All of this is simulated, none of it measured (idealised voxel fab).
The process module presented herein is designated voxel wiring stack.
Each square cell in cross-section cut measures 5 nm, and the section as a whole is 215 nm wide.
A cross-section in this document is a grid of square cells, and it is written down as bands, the top band listed before the ones below it; a band is made up of one or more rows of cells. A band entry consists of two parts. The first gives the height of the band's top and the height of its bottom, in nm. The rest lists the band's materials from left to right, each with its width in nm. A single material labelled with the word "all across" fills the band from edge to edge, and the word "empty" marks empty space. Basically, 0 is our baseline, since under it the wafer straight out of the box is all one material. The bottom band has no lower end and keeps on going down, so it looks like "top 0, no bottom". So if you see something like "30->40" for the width, read it as the top row of the band sitting at the first number and the bottom row at the second, with every row in between moving by the same amount as the last. "no alterations made" (step): cross-section cells unchanged, all of them. So "Sealed void listing" is basically the list of trapped voids: any empty space of 8 cells or more that can't reach the top through an opening. They're written width x height at distance, the distance being from the left edge, and it's all nm. Read whatever lies past the settings on a step's line as the simulator's own remark about the step. If you see "overlay nm" on a step's line and that step has a mask, it's telling you how far right of where it was planned the mask ended up; a negative number means it went left instead.

Process steps (planned):
1: RECEIVE (material Si)
2: CONFORMAL_DEP (material SiO2; thk nm 15)
3: CONFORMAL_DEP (material SiCN; thk nm 5)
4: DIRECTIONAL_DEP (material SiO2; thk nm 25)
5: PATTERN (tone open; mask id METAL_1; material resist; width nm 20; pitch nm 45; thk nm 15; overlay nm 0)
6: DIRECTIONAL_ETCH (etch materials SiO2; depth nm 25)
7: DIRECTIONAL_ETCH (etch materials SiCN; depth nm 5)
8: STRIP (etch materials resist)
9: CONFORMAL_DEP (material TiN; thk nm 5)
10: FILL_DEP (material W; thk nm 10)
11: CMP (height nm 45)
12: CONFORMAL_DEP (material SiCN; thk nm 5)
13: DIRECTIONAL_DEP (material lowk; thk nm 10)
14: PATTERN (tone open; mask id PLUG_1; material resist; width nm 15; pitch nm 90; thk nm 20; overlay nm 0)
15: DIRECTIONAL_ETCH (etch materials lowk; depth nm 10)
16: DIRECTIONAL_ETCH (etch materials SiCN; depth nm 5)
17: STRIP (etch materials resist)
18: CONFORMAL_DEP (material TiN; thk nm 5)
19: FILL_DEP (material Cu; thk nm 5)
20: CMP (height nm 60)
21: CONFORMAL_DEP (material SiCN; thk nm 5)
22: DIRECTIONAL_DEP (material lowk; thk nm 20)
23: DIRECTIONAL_DEP (material aC; thk nm 15)
24: PATTERN (tone open; mask id METAL_2; material resist; width nm 20; pitch nm 45; thk nm 30; overlay nm 0)
25: DIRECTIONAL_ETCH (etch materials aC; depth nm 15)
26: STRIP (etch materials resist)
27: DIRECTIONAL_ETCH (etch materials lowk; depth nm 20)
28: DIRECTIONAL_ETCH (etch materials SiCN; depth nm 5)
29: STRIP (etch materials aC)
30: CONFORMAL_DEP (material TiN; thk nm 5)
31: FILL_DEP (material Ru; thk nm 10)
32: CMP (height nm 85)
33: CONFORMAL_DEP (material SiCN; thk nm 5)
34: DIRECTIONAL_DEP (material SiO2; thk nm 30)
35: PATTERN (tone open; mask id METAL_3; material resist; width nm 15; pitch nm 45; thk nm 20; overlay nm 0)
36: DIRECTIONAL_ETCH (etch materials SiO2; depth nm 20)
37: STRIP (etch materials resist)
38: MASKED_ETCH (tone open; mask id METAL_3_HOLES; width nm 15; pitch nm 90; etch materials SiO2; depth nm 10; overlay nm 0)
39: MASKED_ETCH (tone open; mask id METAL_3_HOLES; width nm 15; pitch nm 90; etch materials SiCN; depth nm 5; overlay nm 0)
40: CONFORMAL_DEP (material TiN; thk nm 5)
41: FILL_DEP (material Cu; thk nm 5)
42: CMP (height nm 120)
43: CONFORMAL_DEP (material SiCN; thk nm 5)
The value of width nm given for step 35 in the plan refers to the first wafer; the wafers vary in this setting and are alike at the start.

Cross-section of the first incoming wafer of several, state after step 1:
* top 0, no bottom | Si all across
* Sealed void listing: none

First of several wafers: cross-section at the end of the module, after step 43, its last step:
* top 125, bottom 120 | SiCN all across
* top 120, bottom 110 | SiO2 50 nm, TiN 5->10 nm, Cu 10->5 nm, TiN 5 nm, SiO2 30 nm, TiN 5 nm, Cu 5 nm, TiN 5 nm, SiO2 25 nm, TiN 5->10 nm, Cu 10->5 nm, TiN 5 nm, SiO2 55 nm
* top 110, bottom 105 | SiO2 55 nm, TiN 5 nm, Cu 5 nm, TiN 5 nm, SiO2 30 nm, TiN 5 nm, Cu 5 nm, TiN 5 nm, SiO2 30 nm, TiN 5 nm, Cu 5 nm, TiN 5 nm, SiO2 55 nm
* top 105, bottom 100 | SiO2 55 nm, TiN 15 nm, SiO2 30 nm, TiN 15 nm, SiO2 30 nm, TiN 15 nm, SiO2 55 nm
* top 100, bottom 90 | SiO2 55 nm, TiN 10 nm, SiO2 80 nm, TiN 10 nm, SiO2 60 nm
* top 90, bottom 85 | SiCN 55 nm, TiN 10 nm, SiCN 80 nm, TiN 10 nm, SiCN 60 nm
* top 85, bottom 65 | lowk 50 nm, TiN 5 nm, Ru 10 nm, TiN 5 nm, lowk 25 nm, TiN 5 nm, Ru 10 nm, TiN 5 nm, lowk 25 nm, TiN 5 nm, Ru 10 nm, TiN 5 nm, lowk 55 nm
* top 65, bottom 60 | SiCN 50 nm, TiN 20 nm, SiCN 25 nm, TiN 20 nm, SiCN 25 nm, TiN 20 nm, SiCN 55 nm
* top 60, bottom 50 | lowk 50 nm, TiN 5 nm, Cu 5 nm, TiN 5 nm, lowk 75 nm, TiN 5 nm, Cu 5 nm, TiN 5 nm, lowk 60 nm
* top 50, bottom 45 | SiCN 50 nm, TiN 15 nm, SiCN 75 nm, TiN 15 nm, SiCN 60 nm
* top 45, bottom 20 | SiO2 50 nm, TiN 5 nm, W 10 nm, TiN 5 nm, SiO2 25 nm, TiN 5 nm, W 10 nm, TiN 5 nm, SiO2 25 nm, TiN 5 nm, W 10 nm, TiN 5 nm, SiO2 55 nm
* top 20, bottom 15 | SiCN 50 nm, TiN 20 nm, SiCN 25 nm, TiN 20 nm, SiCN 25 nm, TiN 20 nm, SiCN 55 nm
* top 15, bottom 0 | SiO2 all across
* top 0, no bottom | Si all across
* Sealed void listing: none

At the end of the module, the last of several wafers in cross-section:
* top 125, bottom 120 | SiCN all across
* top 120, bottom 105 | SiO2 45 nm, TiN 5 nm, Cu 20 nm, TiN 5 nm, SiO2 15 nm, TiN 5 nm, Cu 20 nm, TiN 5 nm, SiO2 15 nm, TiN 5 nm, Cu 20 nm, TiN 5 nm, SiO2 50 nm
* top 105, bottom 100 | SiO2 45 nm, TiN 10 nm, Cu 5 nm, TiN 15 nm, SiO2 15 nm, TiN 30 nm, SiO2 15 nm, TiN 10 nm, Cu 5 nm, TiN 15 nm, SiO2 50 nm
* top 100, bottom 90 | SiO2 50 nm, TiN 5 nm, Cu 5 nm, TiN 5 nm, SiO2 75 nm, TiN 5 nm, Cu 5 nm, TiN 5 nm, SiO2 60 nm
* top 90, bottom 85 | SiCN 50 nm, TiN 15 nm, SiCN 75 nm, TiN 15 nm, SiCN 60 nm
* top 85, bottom 65 | lowk 50 nm, TiN 5 nm, Ru 10 nm, TiN 5 nm, lowk 25 nm, TiN 5 nm, Ru 10 nm, TiN 5 nm, lowk 25 nm, TiN 5 nm, Ru 10 nm, TiN 5 nm, lowk 55 nm
* top 65, bottom 60 | SiCN 50 nm, TiN 20 nm, SiCN 25 nm, TiN 20 nm, SiCN 25 nm, TiN 20 nm, SiCN 55 nm
* top 60, bottom 50 | lowk 50 nm, TiN 5 nm, Cu 5 nm, TiN 5 nm, lowk 75 nm, TiN 5 nm, Cu 5 nm, TiN 5 nm, lowk 60 nm
* top 50, bottom 45 | SiCN 50 nm, TiN 15 nm, SiCN 75 nm, TiN 15 nm, SiCN 60 nm
* top 45, bottom 20 | SiO2 50 nm, TiN 5 nm, W 10 nm, TiN 5 nm, SiO2 25 nm, TiN 5 nm, W 10 nm, TiN 5 nm, SiO2 25 nm, TiN 5 nm, W 10 nm, TiN 5 nm, SiO2 55 nm
* top 20, bottom 15 | SiCN 50 nm, TiN 20 nm, SiCN 25 nm, TiN 20 nm, SiCN 25 nm, TiN 20 nm, SiCN 55 nm
* top 15, bottom 0 | SiO2 all across
* top 0, no bottom | Si all across
* Sealed void listing: none

Note: the following table is arranged by wafer, a row apiece. Each row reports the end-of-module state: per material, cells gained (+) or cells lost (-) compared with the wafer as received; closed voids follow:
width nm 15; +15 Cu; +24 Ru; +181 SiCN; +494 SiO2; +133 TiN; +30 W; +198 lowk; Sealed void listing: none
width nm 20; +28 Cu; +24 Ru; +179 SiCN; +482 SiO2; +134 TiN; +30 W; +198 lowk; Sealed void listing: none
width nm 25; +37 Cu; +24 Ru; +179 SiCN; +470 SiO2; +137 TiN; +30 W; +198 lowk; Sealed void listing: none
width nm 30; +46 Cu; +24 Ru; +179 SiCN; +458 SiO2; +140 TiN; +30 W; +198 lowk; Sealed void listing: none
